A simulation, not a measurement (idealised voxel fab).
Proc. module: voxel wiring stack
Shown is cross-section cut, with a width of 200 nm and square cells of size 5 nm.
Bands, listed from the top down, are how a cross-section gets written in this document; the cross-section itself is a grid of square cells, and a band is one or more rows of them.
Each band's line starts with the height of the band's top and of its bottom, in nm. Then come its materials from left to right, each with its width in nm. One material with "throughout" fills the band from edge to edge. "blank" is empty space.
Basically, 0 is our baseline, since under it the wafer straight out of the box is all one material. The bottom band has no lower end and keeps on going down, so it looks like "0 and below".
Top row gets the first number, bottom row gets the second, and each row in between changes by the same step: that is how a band width like "30->40" works.
You'll sometimes find "nothing changed" written for a step, and that's the way of saying that nowhere in the cross-section did a cell change during that step.
Empty spaces counting at least 8 cells and having no open way to the top are listed in "Enclosed internal cavities". The notation width x height at distance is used for each, the distance being from the left edge and all three values in nm.
On each step's line, the part that comes after the settings is the simulator's own comment on the step.
overlay nm: how far to the right of its planned place the mask lay on this masked step (negative: to the left).
Everything after this point is organized in pairs: a cross-section before one process step, a cross-section after it that shows only as deep as the lowest changed band, and, under the pair, the intervening step with its settings. Because different runs of this module on the same starting wafer can supply different pairs, a pair continues from the pair above it only if its entry headed "State before" says so.

State before
    0 and below  Si throughout
    Enclosed internal cavities: none

Result of Step
    15 down to 0  SiO2 throughout
    Below 0, the layers are the same as they were.
    Enclosed internal cavities: none
The structure shown above changes from one cross-section to the other through op CONFORMAL_DEP | material SiO2 | thk nm 15

State before: This step starts from the configuration shown after the step in the pair immediately above.

Result of Step
    20 down to 15  TiN throughout
    Below 15, the layers are the same as they were.
    Enclosed internal cavities: none
The structure shown above changes from one cross-section to the other through op DIRECTIONAL_DEP | material TiN | thk nm 5

State before: This step starts from the configuration shown after the step in the pair immediately above.

Result of Step
    35 down to 20  Ru throughout
    Below 20, the layers are the same as they were.
    Enclosed internal cavities: none
The structure shown above changes from one cross-section to the other through op DIRECTIONAL_DEP | material Ru | thk nm 15

State before: This step starts from the configuration shown after the step in the pair immediately above.

Result of Step
    35 down to 20  blank 60, then Ru 25, then blank 25, then Ru 25, then blank 65
    Below 20, the layers are the same as they were.
    Enclosed internal cavities: none
The structure shown above changes from one cross-section to the other through op MASKED_ETCH | tone cover | mask id METAL_1 | width nm 25 | pitch nm 50 | etch materials Ru | depth nm 15 | overlay nm 0

State before: This step starts from the configuration shown after the step in the pair immediately above.

Result of Step
    35 down to 20  blank 60, then Ru 25, then blank 25, then Ru 25, then blank 65
    20 down to 15  blank 60, then TiN 25, then blank 25, then TiN 25, then blank 65
    Below 15, the layers are the same as they were.
    Enclosed internal cavities: none
The structure shown above changes from one cross-section to the other through op MASKED_ETCH | tone cover | mask id METAL_1 | width nm 25 | pitch nm 50 | etch materials TiN | depth nm 5 | overlay nm 0

State before: This step starts from the configuration shown after the step in the pair immediately above.

Result of Step
    40 down to 35  blank 55, then SiCN 35, then blank 15, then SiCN 35, then blank 60
    35 down to 20  blank 55, then SiCN 5, then Ru 25, then SiCN 5, then blank 15, then SiCN 5, then Ru 25, then SiCN 5, then blank 60
    20 down to 15  SiCN 60, then TiN 25, then SiCN 25, then TiN 25, then SiCN 65
    Below 15, the layers are the same as they were.
    Enclosed internal cavities: none
The structure shown above changes from one cross-section to the other through op CONFORMAL_DEP | material SiCN | thk nm 5

State before: This step starts from the configuration shown after the step in the pair immediately above.

Result of Step
    45 down to 40  SiO2 throughout
    40 down to 35  SiO2 55, then SiCN 35, then SiO2 15, then SiCN 35, then SiO2 60
    35 down to 20  SiO2 55, then SiCN 5, then Ru 25, then SiCN 5, then SiO2 15, then SiCN 5, then Ru 25, then SiCN 5, then SiO2 60
    Below 20, the layers are the same as they were.
    Enclosed internal cavities: none
The structure shown above changes from one cross-section to the other through op FILL_DEP | material SiO2 | thk nm 5

State before: This step starts from the configuration shown after the step in the pair immediately above.

Result of Step
    35 down to 20  SiO2 55, then SiCN 5, then Ru 25, then SiCN 5, then SiO2 15, then SiCN 5, then Ru 25, then SiCN 5, then SiO2 60
    Below 20, the layers are the same as they were.
    Enclosed internal cavities: none
The structure shown above changes from one cross-section to the other through op CMP | height nm 35

State before: This step starts from the configuration shown after the step in the pair immediately above.

Result of Step
    40 down to 35  SiCN throughout
    Below 35, the layers are the same as they were.
    Enclosed internal cavities: none
The structure shown above changes from one cross-section to the other through op CONFORMAL_DEP | material SiCN | thk nm 5

State before: This step starts from the configuration shown after the step in the pair immediately above.

Result of Step
    60 down to 40  SiO2 throughout
    Below 40, the layers are the same as they were.
    Enclosed internal cavities: none
The structure shown above changes from one cross-section to the other through op DIRECTIONAL_DEP | material SiO2 | thk nm 20

State before: This step starts from the configuration shown after the step in the pair immediately above.

Result of Step
    70 down to 60  aC throughout
    Below 60, the layers are the same as they were.
    Enclosed internal cavities: none
The structure shown above changes from one cross-section to the other through op DIRECTIONAL_DEP | material aC | thk nm 10

State before: This step starts from the configuration shown after the step in the pair immediately above.

Result of Step
    95 down to 70  resist 60, then blank 15, then resist 35, then blank 15, then resist 75
    Below 70, the layers are the same as they were.
    Enclosed internal cavities: none
The structure shown above changes from one cross-section to the other through op PATTERN | tone open | mask id PLUG_1 | material resist | width nm 15 | pitch nm 50 | thk nm 25 | overlay nm 0

State before: This step starts from the configuration shown after the step in the pair immediately above.

Result of Step
    85 down to 70  resist 60, then blank 15, then resist 35, then blank 15, then resist 75
    70 down to 60  aC 60, then blank 15, then aC 35, then blank 15, then aC 75
    Below 60, the layers are the same as they were.
    Enclosed internal cavities: none
The structure shown above changes from one cross-section to the other through op DIRECTIONAL_ETCH | etch materials aC | depth nm 10

State before: This step starts from the configuration shown after the step in the pair immediately above.

Result of Step
    70 down to 60  aC 60, then blank 15, then aC 35, then blank 15, then aC 75
    Below 60, the layers are the same as they were.
    Enclosed internal cavities: none
The structure shown above changes from one cross-section to the other through op STRIP | etch materials resist

State before: This step starts from the configuration shown after the step in the pair immediately above.

Result of Step
    70 down to 60  aC 60, then blank 15, then aC 35, then blank 15, then aC 75
    60 down to 40  SiO2 60, then blank 15, then SiO2 35, then blank 15, then SiO2 75
    Below 40, the layers are the same as they were.
    Enclosed internal cavities: none
The structure shown above changes from one cross-section to the other through op DIRECTIONAL_ETCH | etch materials SiO2 | depth nm 20

State before: This step starts from the configuration shown after the step in the pair immediately above.

Result of Step
    70 down to 60  aC 60, then blank 15, then aC 35, then blank 15, then aC 75
    60 down to 40  SiO2 60, then blank 15, then SiO2 35, then blank 15, then SiO2 75
    40 down to 35  SiCN 60, then blank 15, then SiCN 35, then blank 15, then SiCN 75
    Below 35, the layers are the same as they were.
    Enclosed internal cavities: none
The structure shown above changes from one cross-section to the other through op DIRECTIONAL_ETCH | etch materials SiCN | depth nm 5

State before: This step starts from the configuration shown after the step in the pair immediately above.

Result of Step
    60 down to 40  SiO2 60, then blank 15, then SiO2 35, then blank 15, then SiO2 75
    Below 40, the layers are the same as they were.
    Enclosed internal cavities: none
The structure shown above changes from one cross-section to the other through op STRIP | etch materials aC

State before: This step starts from the configuration shown after the step in the pair immediately above.

Result of Step
    60 down to 45  SiO2 60, then blank 15, then SiO2 35, then blank 15, then SiO2 75
    45 down to 40  SiO2 60, then Ru 15, then SiO2 35, then Ru 15, then SiO2 75
    40 down to 35  SiCN 60, then Ru 15, then SiCN 35, then Ru 15, then SiCN 75
    Below 35, the layers are the same as they were.
    Enclosed internal cavities: none
The structure shown above changes from one cross-section to the other through op EPI | material Ru | thk nm 10

State before: This step starts from the configuration shown after the step in the pair immediately above.

Result of Step
    60 down to 55  SiO2 60, then blank 15, then SiO2 35, then blank 15, then SiO2 75
    55 down to 40  SiO2 60, then Ru 15, then SiO2 35, then Ru 15, then SiO2 75
    Below 40, the layers are the same as they were.
    Enclosed internal cavities: none
The structure shown above changes from one cross-section to the other through op EPI | material Ru | thk nm 10

State before: This step starts from the configuration shown after the step in the pair immediately above.

Result of Step
    60 down to 40  SiO2 60, then Ru 15, then SiO2 35, then Ru 15, then SiO2 75
    Below 40, the layers are the same as they were.
    Enclosed internal cavities: none
The structure shown above changes from one cross-section to the other through op EPI | material Ru | thk nm 5

State before: This step starts from the configuration shown after the step in the pair immediately above.

Result of Step
    65 down to 60  TiN throughout
    Below 60, the layers are the same as they were.
    Enclosed internal cavities: none
The structure shown above changes from one cross-section to the other through op DIRECTIONAL_DEP | material TiN | thk nm 5

State before: This step starts from the configuration shown after the step in the pair immediately above.

Result of Step
    85 down to 65  Ru throughout
    Below 65, the layers are the same as they were.
    Enclosed internal cavities: none
The structure shown above changes from one cross-section to the other through op DIRECTIONAL_DEP | material Ru | thk nm 20

State before: This step starts from the configuration shown after the step in the pair immediately above.

Result of Step
    85 down to 65  blank 60, then Ru 25, then blank 25, then Ru 25, then blank 65
    Below 65, the layers are the same as they were.
    Enclosed internal cavities: none
The structure shown above changes from one cross-section to the other through op MASKED_ETCH | tone cover | mask id METAL_2 | width nm 25 | pitch nm 50 | etch materials Ru | depth nm 20 | overlay nm 0

State before: This step starts from the configuration shown after the step in the pair immediately above.

Result of Step
    85 down to 65  blank 60, then Ru 25, then blank 25, then Ru 25, then blank 65
    65 down to 60  blank 60, then TiN 25, then blank 25, then TiN 25, then blank 65
    Below 60, the layers are the same as they were.
    Enclosed internal cavities: none
The structure shown above changes from one cross-section to the other through op MASKED_ETCH | tone cover | mask id METAL_2 | width nm 25 | pitch nm 50 | etch materials TiN | depth nm 5 | overlay nm 0

State before: This step starts from the configuration shown after the step in the pair immediately above.

Result of Step
    90 down to 85  blank 55, then SiN 35, then blank 15, then SiN 35, then blank 60
    85 down to 65  blank 55, then SiN 5, then Ru 25, then SiN 5, then blank 15, then SiN 5, then Ru 25, then SiN 5, then blank 60
    65 down to 60  SiN 60, then TiN 25, then SiN 25, then TiN 25, then SiN 65
    Below 60, the layers are the same as they were.
    Enclosed internal cavities: none
The structure shown above changes from one cross-section to the other through op CONFORMAL_DEP | material SiN | thk nm 5

State before: This step starts from the configuration shown after the step in the pair immediately above.

Result of Step
    100 down to 90  SiO2 throughout
    90 down to 85  SiO2 55, then SiN 35, then SiO2 15, then SiN 35, then SiO2 60
    85 down to 65  SiO2 55, then SiN 5, then Ru 25, then SiN 5, then SiO2 15, then SiN 5, then Ru 25, then SiN 5, then SiO2 60
    Below 65, the layers are the same as they were.
    Enclosed internal cavities: none
The structure shown above changes from one cross-section to the other through op FILL_DEP | material SiO2 | thk nm 10

State before: This step starts from the configuration shown after the step in the pair immediately above.

Result of Step
    85 down to 65  SiO2 55, then SiN 5, then Ru 25, then SiN 5, then SiO2 15, then SiN 5, then Ru 25, then SiN 5, then SiO2 60
    Below 65, the layers are the same as they were.
    Enclosed internal cavities: none
The structure shown above changes from one cross-section to the other through op CMP | height nm 85

State before: This step starts from the configuration shown after the step in the pair immediately above.

Result of Step
    90 down to 85  SiCN throughout
    Below 85, the layers are the same as they were.
    Enclosed internal cavities: none
The structure shown above changes from one cross-section to the other through op CONFORMAL_DEP | material SiCN | thk nm 5

State before: This step starts from the configuration shown after the step in the pair immediately above.

Result of Step
    105 down to 90  lowk throughout
    Below 90, the layers are the same as they were.
    Enclosed internal cavities: none
The structure shown above changes from one cross-section to the other through op DIRECTIONAL_DEP | material lowk | thk nm 15

State before: This step starts from the configuration shown after the step in the pair immediately above.

Result of Step
    120 down to 105  resist 60, then blank 15, then resist 125
    Below 105, the layers are the same as they were.
    Enclosed internal cavities: none
The structure shown above changes from one cross-section to the other through op PATTERN | tone open | mask id PLUG_2 | material resist | width nm 15 | thk nm 15 | overlay nm 0

State before: This step starts from the configuration shown after the step in the pair immediately above.

Result of Step
    120 down to 105  resist 60, then blank 15, then resist 125
    105 down to 90  lowk 60, then blank 15, then lowk 125
    Below 90, the layers are the same as they were.
    Enclosed internal cavities: none
The structure shown above changes from one cross-section to the other through op DIRECTIONAL_ETCH | etch materials lowk | depth nm 15

State before: This step starts from the configuration shown after the step in the pair immediately above.

Result of Step
    120 down to 105  resist 60, then blank 15, then resist 125
    105 down to 90  lowk 60, then blank 15, then lowk 125
    90 down to 85  SiCN 60, then blank 15, then SiCN 125
    Below 85, the layers are the same as they were.
    Enclosed internal cavities: none
The structure shown above changes from one cross-section to the other through op DIRECTIONAL_ETCH | etch materials SiCN | depth nm 5

State before: This step starts from the configuration shown after the step in the pair immediately above.

Result of Step
    105 down to 90  lowk 60, then blank 15, then lowk 125
    Below 90, the layers are the same as they were.
    Enclosed internal cavities: none
The structure shown above changes from one cross-section to the other through op STRIP | etch materials resist

State before: This step starts from the configuration shown after the step in the pair immediately above.

Result of Step
    110 down to 105  TiN 65, then blank 5, then TiN 130
    105 down to 90  lowk 60, then TiN 5, then blank 5, then TiN 5, then lowk 125
    90 down to 85  SiCN 60, then TiN 15, then SiCN 125
    Below 85, the layers are the same as they were.
    Enclosed internal cavities: none
The structure shown above changes from one cross-section to the other through op CONFORMAL_DEP | material TiN | thk nm 5

State before: This step starts from the configuration shown after the step in the pair immediately above.

Result of Step
    120 down to 110  Cu throughout
    110 down to 105  TiN 65, then Cu 5, then TiN 130
    105 down to 90  lowk 60, then TiN 5, then Cu 5, then TiN 5, then lowk 125
    Below 90, the layers are the same as they were.
    Enclosed internal cavities: none
The structure shown above changes from one cross-section to the other through op FILL_DEP | material Cu | thk nm 10

State before: This step starts from the configuration shown after the step in the pair immediately above.

Result of Step
    105 down to 90  lowk 60, then TiN 5, then Cu 5, then TiN 5, then lowk 125
    Below 90, the layers are the same as they were.
    Enclosed internal cavities: none
The structure shown above changes from one cross-section to the other through op CMP | height nm 105

State before: This step starts from the configuration shown after the step in the pair immediately above.

Result of Step
    110 down to 105  TiN throughout
    Below 105, the layers are the same as they were.
    Enclosed internal cavities: none
The structure shown above changes from one cross-section to the other through op DIRECTIONAL_DEP | material TiN | thk nm 5

State before: This step starts from the configuration shown after the step in the pair immediately above.

Result of Step
    125 down to 110  Ru throughout
    Below 110, the layers are the same as they were.
    Enclosed internal cavities: none
The structure shown above changes from one cross-section to the other through op DIRECTIONAL_DEP | material Ru | thk nm 15

State before: This step starts from the configuration shown after the step in the pair immediately above.

Result of Step
    125 down to 110  blank 60, then Ru 25, then blank 25, then Ru 25, then blank 65
    Below 110, the layers are the same as they were.
    Enclosed internal cavities: none
The structure shown above changes from one cross-section to the other through op MASKED_ETCH | tone cover | mask id METAL_3 | width nm 25 | pitch nm 50 | etch materials Ru | depth nm 15 | overlay nm 0

State before: This step starts from the configuration shown after the step in the pair immediately above.

Result of Step
    125 down to 110  blank 60, then Ru 25, then blank 25, then Ru 25, then blank 65
    110 down to 105  blank 60, then TiN 25, then blank 25, then TiN 25, then blank 65
    Below 105, the layers are the same as they were.
    Enclosed internal cavities: none
The structure shown above changes from one cross-section to the other through op MASKED_ETCH | tone cover | mask id METAL_3 | width nm 25 | pitch nm 50 | etch materials TiN | depth nm 5 | overlay nm 0

State before: This step starts from the configuration shown after the step in the pair immediately above.

Result of Step
    130 down to 125  blank 55, then SiCN 35, then blank 15, then SiCN 35, then blank 60
    125 down to 110  blank 55, then SiCN 5, then Ru 25, then SiCN 5, then blank 15, then SiCN 5, then Ru 25, then SiCN 5, then blank 60
    110 down to 105  SiCN 60, then TiN 25, then SiCN 25, then TiN 25, then SiCN 65
    Below 105, the layers are the same as they were.
    Enclosed internal cavities: none
The structure shown above changes from one cross-section to the other through op CONFORMAL_DEP | material SiCN | thk nm 5

State before: This step starts from the configuration shown after the step in the pair immediately above.

Result of Step
    140 down to 130  lowk throughout
    130 down to 125  lowk 55, then SiCN 35, then lowk 15, then SiCN 35, then lowk 60
    125 down to 110  lowk 55, then SiCN 5, then Ru 25, then SiCN 5, then lowk 15, then SiCN 5, then Ru 25, then SiCN 5, then lowk 60
    Below 110, the layers are the same as they were.
    Enclosed internal cavities: none
The structure shown above changes from one cross-section to the other through op FILL_DEP | material lowk | thk nm 10

State before: This step starts from the configuration shown after the step in the pair immediately above.

Result of Step
    125 down to 110  lowk 55, then SiCN 5, then Ru 25, then SiCN 5, then lowk 15, then SiCN 5, then Ru 25, then SiCN 5, then lowk 60
    Below 110, the layers are the same as they were.
    Enclosed internal cavities: none
The structure shown above changes from one cross-section to the other through op CMP | height nm 125

State before: This step starts from the configuration shown after the step in the pair immediately above.

Result of Step
    130 down to 125  SiCN throughout
    Below 125, the layers are the same as they were.
    Enclosed internal cavities: none
The structure shown above changes from one cross-section to the other through op CONFORMAL_DEP | material SiCN | thk nm 5

State before
    60 down to 40  SiO2 60, then Ru 15, then SiO2 35, then Ru 15, then SiO2 75
    40 down to 35  SiCN 60, then Ru 15, then SiCN 35, then Ru 15, then SiCN 75
    35 down to 20  SiO2 55, then SiCN 5, then Ru 25, then SiCN 5, then SiO2 15, then SiCN 5, then Ru 25, then SiCN 5, then SiO2 60
    20 down to 15  SiCN 60, then TiN 25, then SiCN 25, then TiN 25, then SiCN 65
    15 down to 0  SiO2 throughout
    0 and below  Si throughout
    Enclosed internal cavities: none

Result of Step
    80 down to 60  Ru throughout
    Below 60, the layers are the same as they were.
    Enclosed internal cavities: none
The structure shown above changes from one cross-section to the other through op DIRECTIONAL_DEP | material Ru | thk nm 20

State before: This step starts from the configuration shown after the step in the pair immediately above.

Result of Step
    80 down to 60  blank 60, then Ru 25, then blank 25, then Ru 25, then blank 65
    Below 60, the layers are the same as they were.
    Enclosed internal cavities: none
The structure shown above changes from one cross-section to the other through op MASKED_ETCH | tone cover | mask id METAL_2 | width nm 25 | pitch nm 50 | etch materials Ru | depth nm 20 | overlay nm 0

State before: This step starts from the configuration shown after the step in the pair immediately above.

Result of Step
    85 down to 80  blank 55, then SiN 35, then blank 15, then SiN 35, then blank 60
    80 down to 65  blank 55, then SiN 5, then Ru 25, then SiN 5, then blank 15, then SiN 5, then Ru 25, then SiN 5, then blank 60
    65 down to 60  SiN 60, then Ru 25, then SiN 25, then Ru 25, then SiN 65
    Below 60, the layers are the same as they were.
    Enclosed internal cavities: none
The structure shown above changes from one cross-section to the other through op CONFORMAL_DEP | material SiN | thk nm 5

State before: This step starts from the configuration shown after the step in the pair immediately above.

Result of Step
    95 down to 85  SiO2 throughout
    85 down to 80  SiO2 55, then SiN 35, then SiO2 15, then SiN 35, then SiO2 60
    80 down to 65  SiO2 55, then SiN 5, then Ru 25, then SiN 5, then SiO2 15, then SiN 5, then Ru 25, then SiN 5, then SiO2 60
    Below 65, the layers are the same as they were.
    Enclosed internal cavities: none
The structure shown above changes from one cross-section to the other through op FILL_DEP | material SiO2 | thk nm 10

State before: This step starts from the configuration shown after the step in the pair immediately above.

Result of Step
    85 down to 80  SiO2 55, then SiN 35, then SiO2 15, then SiN 35, then SiO2 60
    Below 80, the layers are the same as they were.
    Enclosed internal cavities: none
The structure shown above changes from one cross-section to the other through op CMP | height nm 85

State before: This step starts from the configuration shown after the step in the pair immediately above.

Result of Step
    90 down to 85  SiCN throughout
    Below 85, the layers are the same as they were.
    Enclosed internal cavities: none
The structure shown above changes from one cross-section to the other through op CONFORMAL_DEP | material SiCN | thk nm 5

State before: This step starts from the configuration shown after the step in the pair immediately above.

Result of Step
    105 down to 90  lowk throughout
    Below 90, the layers are the same as they were.
    Enclosed internal cavities: none
The structure shown above changes from one cross-section to the other through op DIRECTIONAL_DEP | material lowk | thk nm 15

State before: This step starts from the configuration shown after the step in the pair immediately above.

Result of Step
    120 down to 105  resist 60, then blank 15, then resist 125
    Below 105, the layers are the same as they were.
    Enclosed internal cavities: none
The structure shown above changes from one cross-section to the other through op PATTERN | tone open | mask id PLUG_2 | material resist | width nm 15 | thk nm 15 | overlay nm 0

State before: This step starts from the configuration shown after the step in the pair immediately above.

Result of Step
    120 down to 105  resist 60, then blank 15, then resist 125
    105 down to 90  lowk 60, then blank 15, then lowk 125
    Below 90, the layers are the same as they were.
    Enclosed internal cavities: none
The structure shown above changes from one cross-section to the other through op DIRECTIONAL_ETCH | etch materials lowk | depth nm 15

State before: This step starts from the configuration shown after the step in the pair immediately above.

Result of Step
    120 down to 105  resist 60, then blank 15, then resist 125
    105 down to 90  lowk 60, then blank 15, then lowk 125
    90 down to 85  SiCN 60, then blank 15, then SiCN 125
    Below 85, the layers are the same as they were.
    Enclosed internal cavities: none
The structure shown above changes from one cross-section to the other through op DIRECTIONAL_ETCH | etch materials SiCN | depth nm 5

State before: This step starts from the configuration shown after the step in the pair immediately above.

Result of Step
    105 down to 90  lowk 60, then blank 15, then lowk 125
    Below 90, the layers are the same as they were.
    Enclosed internal cavities: none
The structure shown above changes from one cross-section to the other through op STRIP | etch materials resist

State before: This step starts from the configuration shown after the step in the pair immediately above.

Result of Step
    110 down to 105  TiN 65, then blank 5, then TiN 130
    105 down to 90  lowk 60, then TiN 5, then blank 5, then TiN 5, then lowk 125
    90 down to 85  SiCN 60, then TiN 15, then SiCN 125
    Below 85, the layers are the same as they were.
    Enclosed internal cavities: none
The structure shown above changes from one cross-section to the other through op CONFORMAL_DEP | material TiN | thk nm 5

State before: This step starts from the configuration shown after the step in the pair immediately above.

Result of Step
    120 down to 110  Cu throughout
    110 down to 105  TiN 65, then Cu 5, then TiN 130
    105 down to 90  lowk 60, then TiN 5, then Cu 5, then TiN 5, then lowk 125
    Below 90, the layers are the same as they were.
    Enclosed internal cavities: none
The structure shown above changes from one cross-section to the other through op FILL_DEP | material Cu | thk nm 10

State before: This step starts from the configuration shown after the step in the pair immediately above.

Result of Step
    105 down to 90  lowk 60, then TiN 5, then Cu 5, then TiN 5, then lowk 125
    Below 90, the layers are the same as they were.
    Enclosed internal cavities: none
The structure shown above changes from one cross-section to the other through op CMP | height nm 105

State before: This step starts from the configuration shown after the step in the pair immediately above.

Result of Step
    110 down to 105  TiN throughout
    Below 105, the layers are the same as they were.
    Enclosed internal cavities: none
The structure shown above changes from one cross-section to the other through op DIRECTIONAL_DEP | material TiN | thk nm 5

State before: This step starts from the configuration shown after the step in the pair immediately above.

Result of Step
    125 down to 110  Ru throughout
    Below 110, the layers are the same as they were.
    Enclosed internal cavities: none
The structure shown above changes from one cross-section to the other through op DIRECTIONAL_DEP | material Ru | thk nm 15

State before: This step starts from the configuration shown after the step in the pair immediately above.

Result of Step
    125 down to 110  blank 60, then Ru 25, then blank 25, then Ru 25, then blank 65
    Below 110, the layers are the same as they were.
    Enclosed internal cavities: none
The structure shown above changes from one cross-section to the other through op MASKED_ETCH | tone cover | mask id METAL_3 | width nm 25 | pitch nm 50 | etch materials Ru | depth nm 15 | overlay nm 0

State before: This step starts from the configuration shown after the step in the pair immediately above.

Result of Step
    125 down to 110  blank 60, then Ru 25, then blank 25, then Ru 25, then blank 65
    110 down to 105  blank 60, then TiN 25, then blank 25, then TiN 25, then blank 65
    Below 105, the layers are the same as they were.
    Enclosed internal cavities: none
The structure shown above changes from one cross-section to the other through op MASKED_ETCH | tone cover | mask id METAL_3 | width nm 25 | pitch nm 50 | etch materials TiN | depth nm 5 | overlay nm 0

State before: This step starts from the configuration shown after the step in the pair immediately above.

Result of Step
    130 down to 125  blank 55, then SiCN 35, then blank 15, then SiCN 35, then blank 60
    125 down to 110  blank 55, then SiCN 5, then Ru 25, then SiCN 5, then blank 15, then SiCN 5, then Ru 25, then SiCN 5, then blank 60
    110 down to 105  SiCN 60, then TiN 25, then SiCN 25, then TiN 25, then SiCN 65
    Below 105, the layers are the same as they were.
    Enclosed internal cavities: none
The structure shown above changes from one cross-section to the other through op CONFORMAL_DEP | material SiCN | thk nm 5

State before: This step starts from the configuration shown after the step in the pair immediately above.

Result of Step
    140 down to 130  lowk throughout
    130 down to 125  lowk 55, then SiCN 35, then lowk 15, then SiCN 35, then lowk 60
    125 down to 110  lowk 55, then SiCN 5, then Ru 25, then SiCN 5, then lowk 15, then SiCN 5, then Ru 25, then SiCN 5, then lowk 60
    Below 110, the layers are the same as they were.
    Enclosed internal cavities: none
The structure shown above changes from one cross-section to the other through op FILL_DEP | material lowk | thk nm 10

State before: This step starts from the configuration shown after the step in the pair immediately above.

Result of Step
    125 down to 110  lowk 55, then SiCN 5, then Ru 25, then SiCN 5, then lowk 15, then SiCN 5, then Ru 25, then SiCN 5, then lowk 60
    Below 110, the layers are the same as they were.
    Enclosed internal cavities: none
The structure shown above changes from one cross-section to the other through op CMP | height nm 125

State before: This step starts from the configuration shown after the step in the pair immediately above.

Result of Step
    130 down to 125  SiCN throughout
    Below 125, the layers are the same as they were.
    Enclosed internal cavities: none
The structure shown above changes from one cross-section to the other through op CONFORMAL_DEP | material SiCN | thk nm 5

State before
    60 down to 55  SiO2 60, then blank 15, then SiO2 35, then blank 15, then SiO2 75
    55 down to 40  SiO2 60, then Ru 15, then SiO2 35, then Ru 15, then SiO2 75
    40 down to 35  SiCN 60, then Ru 15, then SiCN 35, then Ru 15, then SiCN 75
    35 down to 20  SiO2 55, then SiCN 5, then Ru 25, then SiCN 5, then SiO2 15, then SiCN 5, then Ru 25, then SiCN 5, then SiO2 60
    20 down to 15  SiCN 60, then TiN 25, then SiCN 25, then TiN 25, then SiCN 65
    15 down to 0  SiO2 throughout
    0 and below  Si throughout
    Enclosed internal cavities: none

Result of Step
    65 down to 60  blank 55, then Ru 25, then blank 25, then Ru 25, then blank 70
    60 down to 40  SiO2 60, then Ru 15, then SiO2 35, then Ru 15, then SiO2 75
    Below 40, the layers are the same as they were.
    Enclosed internal cavities: none
The structure shown above changes from one cross-section to the other through op EPI | material Ru | thk nm 10

State before: This step starts from the configuration shown after the step in the pair immediately above.

Result of Step
    70 down to 60  blank 50, then Ru 35, then blank 15, then Ru 35, then blank 65
    Below 60, the layers are the same as they were.
    Enclosed internal cavities: none
The structure shown above changes from one cross-section to the other through op EPI | material Ru | thk nm 5

State before: This step starts from the configuration shown after the step in the pair immediately above.

Result of Step
    75 down to 70  blank 50, then TiN 35, then blank 15, then TiN 35, then blank 65
    70 down to 65  blank 50, then Ru 35, then blank 15, then Ru 35, then blank 65
    65 down to 60  TiN 50, then Ru 35, then TiN 15, then Ru 35, then TiN 65
    Below 60, the layers are the same as they were.
    Enclosed internal cavities: none
The structure shown above changes from one cross-section to the other through op DIRECTIONAL_DEP | material TiN | thk nm 5

State before: This step starts from the configuration shown after the step in the pair immediately above.

Result of Step
    95 down to 85  blank 50, then Ru 35, then blank 15, then Ru 35, then blank 65
    85 down to 75  Ru throughout
    75 down to 70  Ru 50, then TiN 35, then Ru 15, then TiN 35, then Ru 65
    70 down to 65  Ru throughout
    Below 65, the layers are the same as they were.
    Enclosed internal cavities: none
The structure shown above changes from one cross-section to the other through op DIRECTIONAL_DEP | material Ru | thk nm 20

State before: This step starts from the configuration shown after the step in the pair immediately above.

Result of Step
    95 down to 75  blank 60, then Ru 25, then blank 25, then Ru 25, then blank 65
    75 down to 70  blank 50, then TiN 35, then blank 15, then TiN 35, then blank 65
    70 down to 65  blank 50, then Ru 35, then blank 15, then Ru 35, then blank 65
    Below 65, the layers are the same as they were.
    Enclosed internal cavities: none
The structure shown above changes from one cross-section to the other through op MASKED_ETCH | tone cover | mask id METAL_2 | width nm 25 | pitch nm 50 | etch materials Ru | depth nm 20 | overlay nm 0

State before: This step starts from the configuration shown after the step in the pair immediately above.

Result of Step
    95 down to 75  blank 60, then Ru 25, then blank 25, then Ru 25, then blank 65
    75 down to 70  blank 60, then TiN 25, then blank 25, then TiN 25, then blank 65
    70 down to 60  blank 50, then Ru 35, then blank 15, then Ru 35, then blank 65
    Below 60, the layers are the same as they were.
    Enclosed internal cavities: none
The structure shown above changes from one cross-section to the other through op MASKED_ETCH | tone cover | mask id METAL_2 | width nm 25 | pitch nm 50 | etch materials TiN | depth nm 5 | overlay nm 0

State before: This step starts from the configuration shown after the step in the pair immediately above.

Result of Step
    100 down to 95  blank 55, then SiN 35, then blank 15, then SiN 35, then blank 60
    95 down to 75  blank 55, then SiN 5, then Ru 25, then SiN 5, then blank 15, then SiN 5, then Ru 25, then SiN 5, then blank 60
    75 down to 70  blank 45, then SiN 15, then TiN 25, then SiN 5, then blank 5, then SiN 15, then TiN 25, then SiN 5, then blank 60
    70 down to 65  blank 45, then SiN 5, then Ru 35, then SiN 5, then blank 5, then SiN 5, then Ru 35, then SiN 5, then blank 60
    65 down to 60  SiN 50, then Ru 35, then SiN 15, then Ru 35, then SiN 65
    Below 60, the layers are the same as they were.
    Enclosed internal cavities: none
The structure shown above changes from one cross-section to the other through op CONFORMAL_DEP | material SiN | thk nm 5

State before: This step starts from the configuration shown after the step in the pair immediately above.

Result of Step
    110 down to 100  SiO2 throughout
    100 down to 95  SiO2 55, then SiN 35, then SiO2 15, then SiN 35, then SiO2 60
    95 down to 75  SiO2 55, then SiN 5, then Ru 25, then SiN 5, then SiO2 15, then SiN 5, then Ru 25, then SiN 5, then SiO2 60
    75 down to 70  SiO2 45, then SiN 15, then TiN 25, then SiN 5, then SiO2 5, then SiN 15, then TiN 25, then SiN 5, then SiO2 60
    70 down to 65  SiO2 45, then SiN 5, then Ru 35, then SiN 5, then SiO2 5, then SiN 5, then Ru 35, then SiN 5, then SiO2 60
    Below 65, the layers are the same as they were.
    Enclosed internal cavities: none
The structure shown above changes from one cross-section to the other through op FILL_DEP | material SiO2 | thk nm 10

State before: This step starts from the configuration shown after the step in the pair immediately above.

Result of Step
    85 down to 75  SiO2 55, then SiN 5, then Ru 25, then SiN 5, then SiO2 15, then SiN 5, then Ru 25, then SiN 5, then SiO2 60
    Below 75, the layers are the same as they were.
    Enclosed internal cavities: none
The structure shown above changes from one cross-section to the other through op CMP | height nm 85

State before: This step starts from the configuration shown after the step in the pair immediately above.

Result of Step
    90 down to 85  SiCN throughout
    Below 85, the layers are the same as they were.
    Enclosed internal cavities: none
The structure shown above changes from one cross-section to the other through op CONFORMAL_DEP | material SiCN | thk nm 5

State before: This step starts from the configuration shown after the step in the pair immediately above.

Result of Step
    105 down to 90  lowk throughout
    Below 90, the layers are the same as they were.
    Enclosed internal cavities: none
The structure shown above changes from one cross-section to the other through op DIRECTIONAL_DEP | material lowk | thk nm 15

State before: This step starts from the configuration shown after the step in the pair immediately above.

Result of Step
    120 down to 105  resist 60, then blank 15, then resist 125
    Below 105, the layers are the same as they were.
    Enclosed internal cavities: none
The structure shown above changes from one cross-section to the other through op PATTERN | tone open | mask id PLUG_2 | material resist | width nm 15 | thk nm 15 | overlay nm 0
